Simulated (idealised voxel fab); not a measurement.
The process module that follows is named voxel wiring stack.
The cross-section on display is named cut; it measures 300 nm wide, and its cells are 5 nm squares.
When this document writes out a cross-section, it uses a grid of square cells and lists it as bands, beginning at the top and moving down, with a band standing for one or more rows of cells. Look at the band entry: it leads with the top's height and the bottom's height in nm. Then it lists the materials left to right, with a width in nm for each. The word "throughout" on a single material says that material fills the band edge to edge. The word "air" is empty space. The reference from which all heights are counted is 0, the level beneath which the as-received wafer is entirely one material; the lowest band, having no lower bound, proceeds downward and is written after the example "0 and below". Read "30->40" as a graded width: first number on top, second number at the bottom, same change between each pair of neighbouring rows. Any step labelled "left unchanged" changed none of the cells in the cross-section. "Closed void register" - sealed voids, min. 8 cells, no opening to top; format: width x height at distance (distance from left edge; nm throughout). It should be noted that, on the line of a given step, the content following the step's settings is a remark produced by the simulator itself with respect to that step. You can add "overlay nm" to a step's line. For a step with a mask, it describes how far the mask lay to the right of its planned position, and a negative number describes a lay to the left.
# Listed below are the process steps as planned
| 1 | op RECEIVE | material Si |
| 2 | op CONFORMAL_DEP | material SiO2 | thk nm 15 |
| 3 | op CONFORMAL_DEP | material SiN | thk nm 5 |
| 4 | op DIRECTIONAL_DEP | material SiO2 | thk nm 15 |
| 5 | op DIRECTIONAL_DEP | material aC | thk nm 10 |
| 6 | op PATTERN | tone open | mask id METAL_1 | material resist | width nm 20 | pitch nm 55 | thk nm 25 | overlay nm 0 |
| 7 | op DIRECTIONAL_ETCH | etch materials aC | depth nm 10 |
| 8 | op STRIP | etch materials resist |
| 9 | op DIRECTIONAL_ETCH | etch materials SiO2 | depth nm 15 |
| 10 | op DIRECTIONAL_ETCH | etch materials SiN | depth nm 5 |
| 11 | op STRIP | etch materials aC |
| 12 | op CONFORMAL_DEP | material TiN | thk nm 5 |
| 13 | op FILL_DEP | material Ru | thk nm 10 |
| 14 | op CMP | height nm 35 |
| 15 | op CONFORMAL_DEP | material SiCN | thk nm 5 |
| 16 | op DIRECTIONAL_DEP | material lowk | thk nm 30 |
| 17 | op PATTERN | tone open | mask id METAL_2 | material resist | width nm 30 | pitch nm 55 | thk nm 20 | overlay nm 0 |
| 18 | op DIRECTIONAL_ETCH | etch materials lowk | depth nm 20 |
| 19 | op STRIP | etch materials resist |
| 20 | op MASKED_ETCH | tone open | mask id METAL_2_HOLES | width nm 15 | pitch nm 55 | etch materials lowk | depth nm 10 | overlay nm 0 |
| 21 | op MASKED_ETCH | tone open | mask id METAL_2_HOLES | width nm 15 | pitch nm 55 | etch materials SiCN | depth nm 5 | overlay nm 0 |
| 22 | op CONFORMAL_DEP | material TiN | thk nm 5 |
| 23 | op FILL_DEP | material Cu | thk nm 10 |
| 24 | op CMP | height nm 70 |
| 25 | op CONFORMAL_DEP | material SiCN | thk nm 5 |
| 26 | op DIRECTIONAL_DEP | material SiO2 | thk nm 30 |
| 27 | op MASKED_ETCH | tone open | mask id METAL_3_HOLES | width nm 15 | pitch nm 55 | etch materials SiO2 | depth nm 30 | overlay nm 0 |
| 28 | op MASKED_ETCH | tone open | mask id METAL_3 | width nm 30 | pitch nm 55 | etch materials SiO2 | depth nm 20 | overlay nm 0 |
| 29 | op MASKED_ETCH | tone open | mask id METAL_3 | width nm 30 | pitch nm 55 | etch materials SiCN | depth nm 5 | overlay nm 0 |
| 30 | op CONFORMAL_DEP | material TiN | thk nm 5 |
| 31 | op FILL_DEP | material Cu | thk nm 5 |
| 32 | op CMP | height nm 105 |
| 33 | op CONFORMAL_DEP | material SiCN | thk nm 5 |
| 34 | op DIRECTIONAL_DEP | material lowk | thk nm 30 |
| 35 | op MASKED_ETCH | tone open | mask id METAL_4_HOLES | width nm 15 | pitch nm 55 | etch materials lowk | depth nm 30 | overlay nm 0 |
| 36 | op DIRECTIONAL_DEP | material aC | thk nm 10 |
| 37 | op PATTERN | tone open | mask id METAL_4 | material resist | width nm 30 | pitch nm 55 | thk nm 30 | overlay nm 0 |
| 38 | op DIRECTIONAL_ETCH | etch materials aC | depth nm 10 |
| 39 | op STRIP | etch materials resist |
| 40 | op DIRECTIONAL_ETCH | etch materials lowk | depth nm 20 |
| 41 | op DIRECTIONAL_ETCH | etch materials SiCN | depth nm 5 |
| 42 | op STRIP | etch materials aC |
| 43 | op CONFORMAL_DEP | material TiN | thk nm 5 |
| 44 | op FILL_DEP | material Cu | thk nm 5 |
| 45 | op CMP | height nm 140 |
| 46 | op CONFORMAL_DEP | material SiN | thk nm 5 |
Across this set of wafers, the varied parameter is the width nm of step 6. Starting conditions are identical for every wafer, and the plan reports the value assigned to the first wafer.
# First wafer of several, as received: cross-section after step 1
  0 and below: Si throughout
  Closed void register: none
# Where each wafer stands at the end of the module, a row apiece: cells of each material gained (+) or lost (-) since it was received, then closed voids
width nm 20; +135 Cu; +18 Ru; +153 SiCN; +108 SiN; +594 SiO2; +192 TiN; +540 lowk; Closed void register: none
width nm 25; +135 Cu; +27 Ru; +153 SiCN; +105 SiN; +585 SiO2; +195 TiN; +540 lowk; Closed void register: none
width nm 30; +135 Cu; +36 Ru; +153 SiCN; +102 SiN; +576 SiO2; +198 TiN; +540 lowk; Closed void register: none
width nm 35; +135 Cu; +45 Ru; +153 SiCN; +99 SiN; +567 SiO2; +201 TiN; +540 lowk; Closed void register: none
width nm 40; +135 Cu; +54 Ru; +153 SiCN; +96 SiN; +558 SiO2; +204 TiN; +540 lowk; Closed void register: none
